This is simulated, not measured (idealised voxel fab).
This is a process module. Its name is voxel capacitor over wiring.
Section cut is 155 nm wide and gridded with 5 nm square cells.
Cross-section format: a grid of square cells, given as bands from top to bottom; each band is one or more rows of cells. Read a band's entry like this: the first values are the height of its top and the height of its bottom in nm, and what follows is the sequence of materials from left to right, each with its width in nm. Note that "blank" is empty space, and that a single material marked "throughout" reaches across the band from edge to edge. Heights from 0 (as-received wafer is one material below). Bottom band endless downward, as "z 0 and below". Width "30->40": first value at the band's top row of cells, second value at its bottom row, equal change from row to row. "nothing different", as given for a step, is the statement that not any cell of the cross-section underwent a change during that step. Closed-off voids of 8+ cells (no open route to the top) go in "Non-vented voids", written width x height at distance from the left edge, in nm. It should be noted that, on the line of a given step, the content following the step's settings is a remark produced by the simulator itself with respect to that step. A step line may carry the setting "overlay nm", which, for steps involving a mask, states the distance by which the mask lay to the right of its intended position; negative values denote displacement to the left.

# Planned step list for the process
1: RECEIVE, material Si
2: CONFORMAL_DEP, material SiO2, thk nm 15
3: CONFORMAL_DEP, material SiN, thk nm 5
4: DIRECTIONAL_DEP, material SiO2, thk nm 25
5: PATTERN, tone open, mask id METAL_1, material resist, width nm 25, pitch nm 80, thk nm 15, overlay nm 0
6: DIRECTIONAL_ETCH, etch materials SiO2, depth nm 25
7: DIRECTIONAL_ETCH, etch materials SiN, depth nm 5
8: STRIP, etch materials resist
9: CONFORMAL_DEP, material TiN, thk nm 5
10: FILL_DEP, material Cu, thk nm 10
11: CMP, height nm 45
12: CONFORMAL_DEP, material SiCN, thk nm 5
13: DIRECTIONAL_DEP, material lowk, thk nm 20
14: DIRECTIONAL_DEP, material aC, thk nm 10
15: PATTERN, tone open, mask id PLUG_1, material resist, width nm 15, thk nm 30, overlay nm 0
16: DIRECTIONAL_ETCH, etch materials aC, depth nm 10
17: STRIP, etch materials resist
18: DIRECTIONAL_ETCH, etch materials lowk, depth nm 20
19: DIRECTIONAL_ETCH, etch materials SiCN, depth nm 5
20: STRIP, etch materials aC
21: EPI, material Ru, thk nm 10
22: EPI, material Ru, thk nm 10
23: EPI, material Ru, thk nm 5
24: DIRECTIONAL_DEP, material TiN, thk nm 5
25: DIRECTIONAL_DEP, material SiN, thk nm 5
26: DIRECTIONAL_DEP, material TiN, thk nm 10
27: MASKED_ETCH, tone cover, mask id UPPER_PLATE, width nm 60, etch materials TiN, depth nm 10, overlay nm 0
28: MASKED_ETCH, tone cover, mask id UPPER_PLATE, width nm 60, etch materials SiN, depth nm 5, overlay nm -15
29: MASKED_ETCH, tone cover, mask id LOWER_PLATE, width nm 70, etch materials TiN, depth nm 5, overlay nm 0
30: FILL_DEP, material SiO2, thk nm 20
31: CMP, height nm 105
32: MASKED_ETCH, tone open, mask id PLUG_2, width nm 15, etch materials SiO2, depth nm 15, overlay nm 0
33: CONFORMAL_DEP, material TiN, thk nm 5
34: FILL_DEP, material W, thk nm 5
35: CMP, height nm 105
36: CONFORMAL_DEP, material SiN, thk nm 5
All wafers enter the flow in the same state. The overlay nm at step 28 differs from wafer to wafer, and the plan gives the value for the first wafer.

# Sectional view: first of several wafers, as received, after step 1
- z 0 and below = Si throughout
- Non-vented voids: none

# Here's the first of several wafers in cross-section, end of the module, after the last step, step 36
- z 110 to 105 = SiN throughout
- z 105 to 95 = SiO2 45 nm / TiN 5 nm / W 5 nm / TiN 5 nm / SiO2 95 nm
- z 95 to 90 = SiO2 45 nm / TiN 15 nm / SiO2 95 nm
- z 90 to 80 = SiO2 35 nm / TiN 60 nm / SiO2 60 nm
- z 80 to 75 = SiO2 20 nm / SiN 75 nm / SiO2 60 nm
- z 75 to 70 = SiO2 20 nm / TiN 80 nm / SiO2 55 nm
- z 70 to 50 = lowk 35 nm / Ru 15 nm / lowk 105 nm
- z 50 to 45 = SiCN 35 nm / Ru 15 nm / SiCN 105 nm
- z 45 to 20 = SiO2 25 nm / TiN 5 nm / Cu 15 nm / TiN 5 nm / SiO2 55 nm / TiN 5 nm / Cu 15 nm / TiN 5 nm / SiO2 25 nm
- z 20 to 15 = SiN 25 nm / TiN 25 nm / SiN 55 nm / TiN 25 nm / SiN 25 nm
- z 15 to 0 = SiO2 throughout
- z 0 and below = Si throughout
- Non-vented voids: none

# Cross-section, last wafer, module completion
- z 110 to 105 = SiN throughout
- z 105 to 95 = SiO2 45 nm / TiN 5 nm / W 5 nm / TiN 5 nm / SiO2 95 nm
- z 95 to 90 = SiO2 45 nm / TiN 15 nm / SiO2 95 nm
- z 90 to 80 = SiO2 35 nm / TiN 60 nm / SiO2 60 nm
- z 80 to 75 = SiO2 35 nm / SiN 75 nm / SiO2 45 nm
- z 75 to 70 = SiO2 30 nm / TiN 80 nm / SiO2 45 nm
- z 70 to 50 = lowk 35 nm / Ru 15 nm / lowk 105 nm
- z 50 to 45 = SiCN 35 nm / Ru 15 nm / SiCN 105 nm
- z 45 to 20 = SiO2 25 nm / TiN 5 nm / Cu 15 nm / TiN 5 nm / SiO2 55 nm / TiN 5 nm / Cu 15 nm / TiN 5 nm / SiO2 25 nm
- z 20 to 15 = SiN 25 nm / TiN 25 nm / SiN 55 nm / TiN 25 nm / SiN 25 nm
- z 15 to 0 = SiO2 throughout
- z 0 and below = Si throughout
- Non-vented voids: none

# Tabulated below, wafer by wafer, are the end-of-module results: for each material, the number of cells gained (+) or lost (-) relative to the as-received state, followed by the closed voids
overlay nm -15 | +30 Cu | +15 Ru | +28 SiCN | +67 SiN | +351 SiO2 | +77 TiN | +2 W | +112 lowk | Non-vented voids: none
overlay nm -10 | +30 Cu | +15 Ru | +28 SiCN | +66 SiN | +353 SiO2 | +76 TiN | +2 W | +112 lowk | Non-vented voids: none
overlay nm -5 | +30 Cu | +15 Ru | +28 SiCN | +65 SiN | +355 SiO2 | +75 TiN | +2 W | +112 lowk | Non-vented voids: none
overlay nm 0 | +30 Cu | +15 Ru | +28 SiCN | +64 SiN | +356 SiO2 | +75 TiN | +2 W | +112 lowk | Non-vented voids: none
overlay nm 5 | +30 Cu | +15 Ru | +28 SiCN | +65 SiN | +355 SiO2 | +75 TiN | +2 W | +112 lowk | Non-vented voids: none
overlay nm 10 | +30 Cu | +15 Ru | +28 SiCN | +66 SiN | +353 SiO2 | +76 TiN | +2 W | +112 lowk | Non-vented voids: none
overlay nm 15 | +30 Cu | +15 Ru | +28 SiCN | +67 SiN | +351 SiO2 | +77 TiN | +2 W | +112 lowk | Non-vented voids: none
